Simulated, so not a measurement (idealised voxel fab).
Proc. module: voxel transistor to metal
Xsec cut, 300 nm wide, square cell size 5 nm.
If you're reading a cross-section in this doc, picture square cells in a grid; it comes to you as bands, top ones listed first down to the bottom, and a band can be one or more rows of cells. What a band's entry tells you: where the top is and where the bottom is, as heights in nm, and after that what lies inside, material by material from left to right, each with its width in nm. Empty space is written as the word "empty", and a single material marked with the word "everywhere" occupies the band from edge to edge. Heights from 0 (as-received wafer is one material below). Bottom band endless downward, as "0 -> down". The expression "30->40" gives the width at the extremes of the band, the first number at its top row of cells and the second at its bottom row, with the width changing by equal amounts from each row to the next in between. "nothing got changed" -> step changed no cross-section cell. Look at "Sealed-off cavities" for the closed voids: empty spaces with no open path to the top, sized 8 cells or up. Each is width x height at distance, distance from the left edge, all nm. after a step's settings: what the simulator itself notes on the step. overlay nm: how far to the right of its planned place the mask lay on this masked step (negative: to the left).

## Process steps (planned)
1,RECEIVE, material Si
2,CONFORMAL_DEP, material SiO2, thk nm 5
3,CONFORMAL_DEP, material SiN, thk nm 15
4,MASKED_ETCH, tone cover, mask id ACTIVE, width nm 105, pitch nm 125, etch materials SiN, depth nm 15, overlay nm 0
5,MASKED_ETCH, tone cover, mask id ACTIVE, width nm 105, pitch nm 125, etch materials SiO2, depth nm 5, overlay nm 0
6,MASKED_ETCH, tone cover, mask id ACTIVE, width nm 105, pitch nm 125, etch materials Si, depth nm 30, overlay nm 0
7,OXIDIZE, depth nm 5
8,FILL_DEP, material SiO2, thk nm 15
9,CMP, height nm 20
10,SELECTIVE_ETCH, etch materials SiO2, depth nm 10
11,STRIP, etch materials SiN
12,SELECTIVE_ETCH, etch materials SiO2, depth nm 5
13,OXIDIZE, depth nm 5
14,DIRECTIONAL_DEP, material polySi, thk nm 30
15,DIRECTIONAL_DEP, material SiCN, thk nm 15
16,DIRECTIONAL_DEP, material aC, thk nm 10
17,PATTERN, tone cover, mask id GATE, material resist, width nm 25, pitch nm 125, thk nm 25, overlay nm 0
18,DIRECTIONAL_ETCH, etch materials aC, depth nm 10
19,STRIP, etch materials resist
20,DIRECTIONAL_ETCH, etch materials SiCN, depth nm 25
21,DIRECTIONAL_ETCH, etch materials polySi, depth nm 40
22,STRIP, etch materials aC
23,CONFORMAL_DEP, material SiN, thk nm 5
24,DIRECTIONAL_ETCH, etch materials SiN, depth nm 5
25,DIRECTIONAL_ETCH, etch materials SiO2, depth nm 5
26,DIRECTIONAL_ETCH, etch materials Si, depth nm 15
27,EPI, material pSi, thk nm 20
28,FILL_DEP, material SiO2, thk nm 5
29,CMP, height nm 30
30,STRIP, etch materials polySi
31,SELECTIVE_ETCH, etch materials SiO2, depth nm 5
32,CONFORMAL_DEP, material HfO2, thk nm 5
33,CONFORMAL_DEP, material TiN, thk nm 5
34,FILL_DEP, material W, thk nm 5
35,CMP, height nm 25
36,DIRECTIONAL_DEP, material SiO2, thk nm 10
37,DIRECTIONAL_DEP, material aC, thk nm 10
38,PATTERN, tone open, mask id CONTACT, material resist, width nm 20, thk nm 25, overlay nm 0
39,DIRECTIONAL_ETCH, etch materials aC, depth nm 10
40,STRIP, etch materials resist
41,DIRECTIONAL_ETCH, etch materials SiO2, depth nm 35
42,STRIP, etch materials aC
43,CONFORMAL_DEP, material TiN, thk nm 5
44,FILL_DEP, material Ru, thk nm 10
45,CMP, height nm 35
46,DIRECTIONAL_DEP, material TiN, thk nm 5
47,DIRECTIONAL_DEP, material Ru, thk nm 15
48,MASKED_ETCH, tone cover, mask id METAL_1, width nm 20, etch materials Ru, depth nm 15, overlay nm 0
49,MASKED_ETCH, tone cover, mask id METAL_1, width nm 20, etch materials TiN, depth nm 5, overlay nm 0
50,CONFORMAL_DEP, material SiN, thk nm 5
51,FILL_DEP, material SiO2, thk nm 10
52,CMP, height nm 55
53,CONFORMAL_DEP, material SiCN, thk nm 5
54,DIRECTIONAL_DEP, material lowk, thk nm 30
55,DIRECTIONAL_DEP, material aC, thk nm 10
56,PATTERN, tone open, mask id METAL_2_HOLES, material resist, width nm 15, pitch nm 125, thk nm 30, overlay nm 0
57,DIRECTIONAL_ETCH, etch materials aC, depth nm 10
58,STRIP, etch materials resist
59,DIRECTIONAL_ETCH, etch materials lowk, depth nm 30
60,STRIP, etch materials aC
61,PATTERN, tone open, mask id METAL_2, material resist, width nm 20, pitch nm 125, thk nm 20, overlay nm 0
62,DIRECTIONAL_ETCH, etch materials lowk, depth nm 15
63,DIRECTIONAL_ETCH, etch materials SiCN, depth nm 5
64,STRIP, etch materials resist
65,CONFORMAL_DEP, material TiN, thk nm 5
66,FILL_DEP, material Cu, thk nm 10
67,CMP, height nm 90
68,CONFORMAL_DEP, material SiCN, thk nm 5

## Incoming wafer, cross-sectional view, post step 1
  0 -> down = Si everywhere
  Sealed-off cavities: none

## End-of-module XS, first of two wafers, run as planned
  95 -> 90 = SiCN everywhere
  90 -> 80 = 40 nm lowk | 5 nm TiN | 10 nm Cu | 5 nm TiN | 105 nm lowk | 5 nm TiN | 10 nm Cu | 5 nm TiN | 115 nm lowk
  80 -> 75 = 40 nm lowk | 5 nm TiN | 5 nm Cu | 10 nm TiN | 105 nm lowk | 5 nm TiN | 5 nm Cu | 10 nm TiN | 115 nm lowk
  75 -> 60 = 40 nm lowk | 5 nm TiN | 5 nm Cu | 5 nm TiN | 110 nm lowk | 5 nm TiN | 5 nm Cu | 5 nm TiN | 120 nm lowk
  60 -> 55 = 40 nm SiCN | 15 nm TiN | 110 nm SiCN | 15 nm TiN | 120 nm SiCN
  55 -> 40 = 35 nm SiO2 | 5 nm SiN | 20 nm Ru | 5 nm SiN | 45 nm SiO2 | 5 nm SiN | 20 nm Ru | 5 nm SiN | 20 nm SiO2 | 5 nm SiN | 20 nm Ru | 5 nm SiN | 45 nm SiO2 | 5 nm SiN | 20 nm Ru | 5 nm SiN | 35 nm SiO2
  40 -> 35 = 40 nm SiN | 20 nm TiN | 55 nm SiN | 20 nm TiN | 30 nm SiN | 20 nm TiN | 55 nm SiN | 20 nm TiN | 40 nm SiN
  35 -> 25 = 40 nm SiO2 | 5 nm TiN | 10 nm Ru | 5 nm TiN | 55 nm SiO2 | 5 nm TiN | 10 nm Ru | 5 nm TiN | 30 nm SiO2 | 5 nm TiN | 10 nm Ru | 5 nm TiN | 55 nm SiO2 | 5 nm TiN | 10 nm Ru | 5 nm TiN | 40 nm SiO2
  25 -> 20 = 40 nm SiO2 | 5 nm TiN | 10 nm Ru | 5 nm TiN | 10 nm SiO2 | 5 nm SiN | 5 nm HfO2 | 5 nm TiN | 5 nm W | 5 nm TiN | 5 nm HfO2 | 5 nm SiN | 10 nm SiO2 | 5 nm TiN | 10 nm Ru | 5 nm TiN | 30 nm SiO2 | 5 nm TiN | 10 nm Ru | 5 nm TiN | 10 nm SiO2 | 5 nm SiN | 5 nm HfO2 | 5 nm TiN | 5 nm W | 5 nm TiN | 5 nm HfO2 | 5 nm SiN | 10 nm SiO2 | 5 nm TiN | 10 nm Ru | 5 nm TiN | 40 nm SiO2
  20 -> 15 = 40 nm SiO2 | 20 nm TiN | 10 nm SiO2 | 5 nm SiN | 5 nm HfO2 | 5 nm TiN | 5 nm W | 5 nm TiN | 5 nm HfO2 | 5 nm SiN | 10 nm SiO2 | 20 nm TiN | 30 nm SiO2 | 20 nm TiN | 10 nm SiO2 | 5 nm SiN | 5 nm HfO2 | 5 nm TiN | 5 nm W | 5 nm TiN | 5 nm HfO2 | 5 nm SiN | 10 nm SiO2 | 20 nm TiN | 40 nm SiO2
  15 -> 5 = 40 nm SiO2 | 10 nm TiN | 20 nm pSi | 5 nm SiN | 5 nm HfO2 | 5 nm TiN | 5 nm W | 5 nm TiN | 5 nm HfO2 | 5 nm SiN | 20 nm pSi | 10 nm TiN | 30 nm SiO2 | 10 nm TiN | 20 nm pSi | 5 nm SiN | 5 nm HfO2 | 5 nm TiN | 5 nm W | 5 nm TiN | 5 nm HfO2 | 5 nm SiN | 20 nm pSi | 10 nm TiN | 40 nm SiO2
  5 -> 0 = 30 nm SiO2 | 5 nm SiN | 5 nm SiO2 | 10 nm TiN | 20 nm pSi | 5 nm SiN | 5 nm HfO2 | 15 nm TiN | 5 nm HfO2 | 5 nm SiN | 20 nm pSi | 10 nm TiN | 5 nm SiO2 | 5 nm SiN | 10 nm SiO2 | 5 nm SiN | 5 nm SiO2 | 10 nm TiN | 20 nm pSi | 5 nm SiN | 5 nm HfO2 | 15 nm TiN | 5 nm HfO2 | 5 nm SiN | 20 nm pSi | 10 nm TiN | 5 nm SiO2 | 5 nm SiN | 30 nm SiO2
  0 -> -5 = 35 nm SiO2 | 35 nm pSi | 35 nm HfO2 | 35 nm pSi | 20 nm SiO2 | 35 nm pSi | 35 nm HfO2 | 35 nm pSi | 35 nm SiO2
  -5 -> -20 = 40 nm SiO2 | 30 nm pSi | 35 nm Si | 30 nm pSi | 30 nm SiO2 | 30 nm pSi | 35 nm Si | 30 nm pSi | 40 nm SiO2
  -20 -> -35 = 40 nm SiO2 | 95 nm Si | 30 nm SiO2 | 95 nm Si | 40 nm SiO2
  -35 -> down = Si everywhere
  Sealed-off cavities: none

## Second of two wafers, module complete, sectioned: it shares the first wafer's start and plan but was run with one mistake
  90 -> 85 = SiCN everywhere
  85 -> 75 = 40 nm lowk | 5 nm TiN | 10->5 nm Cu | 5->10 nm TiN | 105 nm lowk | 5 nm TiN | 10->5 nm Cu | 5->10 nm TiN | 115 nm lowk
  75 -> 60 = 40 nm lowk | 5 nm TiN | 5 nm Cu | 5 nm TiN | 110 nm lowk | 5 nm TiN | 5 nm Cu | 5 nm TiN | 120 nm lowk
  60 -> 55 = 40 nm SiCN | 15 nm TiN | 110 nm SiCN | 15 nm TiN | 120 nm SiCN
  55 -> 40 = 35 nm SiO2 | 5 nm SiN | 20 nm Ru | 5 nm SiN | 45 nm SiO2 | 5 nm SiN | 20 nm Ru | 5 nm SiN | 20 nm SiO2 | 5 nm SiN | 20 nm Ru | 5 nm SiN | 45 nm SiO2 | 5 nm SiN | 20 nm Ru | 5 nm SiN | 35 nm SiO2
  40 -> 35 = 40 nm SiN | 20 nm TiN | 55 nm SiN | 20 nm TiN | 30 nm SiN | 20 nm TiN | 55 nm SiN | 20 nm TiN | 40 nm SiN
  35 -> 25 = 40 nm SiO2 | 5 nm TiN | 10 nm Ru | 5 nm TiN | 55 nm SiO2 | 5 nm TiN | 10 nm Ru | 5 nm TiN | 30 nm SiO2 | 5 nm TiN | 10 nm Ru | 5 nm TiN | 55 nm SiO2 | 5 nm TiN | 10 nm Ru | 5 nm TiN | 40 nm SiO2
  25 -> 20 = 40 nm SiO2 | 5 nm TiN | 10 nm Ru | 5 nm TiN | 10 nm SiO2 | 5 nm SiN | 5 nm HfO2 | 5 nm TiN | 5 nm W | 5 nm TiN | 5 nm HfO2 | 5 nm SiN | 10 nm SiO2 | 5 nm TiN | 10 nm Ru | 5 nm TiN | 30 nm SiO2 | 5 nm TiN | 10 nm Ru | 5 nm TiN | 10 nm SiO2 | 5 nm SiN | 5 nm HfO2 | 5 nm TiN | 5 nm W | 5 nm TiN | 5 nm HfO2 | 5 nm SiN | 10 nm SiO2 | 5 nm TiN | 10 nm Ru | 5 nm TiN | 40 nm SiO2
  20 -> 15 = 40 nm SiO2 | 20 nm TiN | 10 nm SiO2 | 5 nm SiN | 5 nm HfO2 | 5 nm TiN | 5 nm W | 5 nm TiN | 5 nm HfO2 | 5 nm SiN | 10 nm SiO2 | 20 nm TiN | 30 nm SiO2 | 20 nm TiN | 10 nm SiO2 | 5 nm SiN | 5 nm HfO2 | 5 nm TiN | 5 nm W | 5 nm TiN | 5 nm HfO2 | 5 nm SiN | 10 nm SiO2 | 20 nm TiN | 40 nm SiO2
  15 -> 5 = 40 nm SiO2 | 10 nm TiN | 20 nm pSi | 5 nm SiN | 5 nm HfO2 | 5 nm TiN | 5 nm W | 5 nm TiN | 5 nm HfO2 | 5 nm SiN | 20 nm pSi | 10 nm TiN | 30 nm SiO2 | 10 nm TiN | 20 nm pSi | 5 nm SiN | 5 nm HfO2 | 5 nm TiN | 5 nm W | 5 nm TiN | 5 nm HfO2 | 5 nm SiN | 20 nm pSi | 10 nm TiN | 40 nm SiO2
  5 -> 0 = 30 nm SiO2 | 5 nm SiN | 5 nm SiO2 | 10 nm TiN | 20 nm pSi | 5 nm SiN | 5 nm HfO2 | 15 nm TiN | 5 nm HfO2 | 5 nm SiN | 20 nm pSi | 10 nm TiN | 5 nm SiO2 | 5 nm SiN | 10 nm SiO2 | 5 nm SiN | 5 nm SiO2 | 10 nm TiN | 20 nm pSi | 5 nm SiN | 5 nm HfO2 | 15 nm TiN | 5 nm HfO2 | 5 nm SiN | 20 nm pSi | 10 nm TiN | 5 nm SiO2 | 5 nm SiN | 30 nm SiO2
  0 -> -5 = 35 nm SiO2 | 35 nm pSi | 35 nm HfO2 | 35 nm pSi | 20 nm SiO2 | 35 nm pSi | 35 nm HfO2 | 35 nm pSi | 35 nm SiO2
  -5 -> -20 = 40 nm SiO2 | 30 nm pSi | 35 nm Si | 30 nm pSi | 30 nm SiO2 | 30 nm pSi | 35 nm Si | 30 nm pSi | 40 nm SiO2
  -20 -> -35 = 40 nm SiO2 | 95 nm Si | 30 nm SiO2 | 95 nm Si | 40 nm SiO2
  -35 -> down = Si everywhere
  Sealed-off cavities: none
what went wrong: step 67 ran with different settings than intended, the actual operation and settings being CMP, height nm 85
Looking at both finished wafers in cells, the second ends up ahead of or behind the first on some materials: Cu -4; TiN -4; lowk -52
